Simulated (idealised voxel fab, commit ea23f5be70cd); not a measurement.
Documented hereafter: the process module known as voxel self aligned contacts.
Each square cell in cross-section cut measures 5 nm, and the section as a whole is 145 nm wide.
A cross-section is a grid of square cells, given in bands from the top down. A band is one or more rows of cells.
For a band, the entry starts with two heights in nm, that of the top and then that of the bottom, and carries on with the band's materials in order from left to right, each alongside its width in nm; the word "edge to edge" beside a single material means it fills the band edge to edge, and "air" means empty space.
Basically, 0 is our baseline, since under it the wafer straight out of the box is all one material. The bottom band has no lower end and keeps on going down, so it looks like "0..down".
So if you see something like "30->40" for the width, read it as the top row of the band sitting at the first number and the bottom row at the second, with every row in between moving by the same amount as the last.
A step reported as "stayed the same" is a step in which no cell of the cross-section changed.
Empty spaces counting at least 8 cells and having no open way to the top are listed in "Sealed internal cavities". The notation width x height at distance is used for each, the distance being from the left edge and all three values in nm.
Post-settings text on a step line: simulator's own remark regarding the step.
A step's line can hold "overlay nm"; with a mask on that step, the setting says how far right of the planned place the mask lay, while a negative setting says it lay to the left.

-- Set out below are the planned steps of the process
| 1 | RECEIVE, material Si |
| 2 | CONFORMAL_DEP, material SiO2, thk nm 5 |
| 3 | DIRECTIONAL_DEP, material polySi, thk nm 20 |
| 4 | DIRECTIONAL_DEP, material SiN, thk nm 25 |
| 5 | PATTERN, tone cover, mask id GATE, material resist, width nm 30, pitch nm 70, thk nm 15, overlay nm 0 |
| 6 | DIRECTIONAL_ETCH, etch materials SiN, depth nm 25 |
| 7 | DIRECTIONAL_ETCH, etch materials polySi, depth nm 20 |
| 8 | STRIP, etch materials resist |
| 9 | CONFORMAL_DEP, material SiN, thk nm 10 |
| 10 | DIRECTIONAL_ETCH, etch materials SiN, depth nm 10 |
| 11 | FILL_DEP, material SiO2, thk nm 15 |
| 12 | CMP, height nm 55 |
| 13 | MASKED_ETCH, tone open, mask id CONTACT, width nm 50, etch materials SiO2, depth nm 55, overlay nm 0 |
| 14 | CONFORMAL_DEP, material TiN, thk nm 5 |
| 15 | FILL_DEP, material W, thk nm 10 |
| 16 | CMP, height nm 55 |
| 17 | CONFORMAL_DEP, material SiCN, thk nm 5 |

-- Cross-section, incoming material, after step 1
- 0..down: Si edge to edge
- Sealed internal cavities: none

-- End-of-module XS, first of two wafers, run as planned
- 60..55: SiCN edge to edge
- 55..50: SiO2 45 nm  TiN 20 nm  W 10 nm  TiN 20 nm  SiO2 50 nm
- 50..25: SiO2 10 nm  SiN 50 nm  TiN 5 nm  W 10 nm  TiN 5 nm  SiN 50 nm  SiO2 15 nm
- 25..5: SiO2 10 nm  SiN 10 nm  polySi 30 nm  SiN 10 nm  TiN 5 nm  W 10 nm  TiN 5 nm  SiN 10 nm  polySi 30 nm  SiN 10 nm  SiO2 15 nm
- 5..0: SiO2 60 nm  TiN 20 nm  SiO2 65 nm
- 0..down: Si edge to edge
- Sealed internal cavities: none

-- Now the second wafer, cross-sectioned at the end of the module. Nothing different at the start, nothing different in the plan compared with the first, just one mistake when it was actually run
- 60..55: SiCN edge to edge
- 55..50: W 5 nm  TiN 40 nm  SiO2 50 nm  TiN 40 nm  W 10 nm
- 50..25: W 5 nm  TiN 5 nm  SiN 50 nm  SiO2 20 nm  SiN 50 nm  TiN 5 nm  W 10 nm
- 25..5: W 5 nm  TiN 5 nm  SiN 10 nm  polySi 30 nm  SiN 10 nm  SiO2 20 nm  SiN 10 nm  polySi 30 nm  SiN 10 nm  TiN 5 nm  W 10 nm
- 5..0: TiN 10 nm  SiO2 120 nm  TiN 15 nm
- 0..down: Si edge to edge
- Sealed internal cavities: none
What went wrong in running the wafer? step 13 changed vs plan, executed as MASKED_ETCH, tone cover, mask id CONTACT, width nm 50, etch materials SiO2, depth nm 55, overlay nm 0
Heads up, by the end the second wafer has more or fewer cells of some materials compared to the first: 19 fewer of SiO2 | 9 more of TiN | 10 more of W
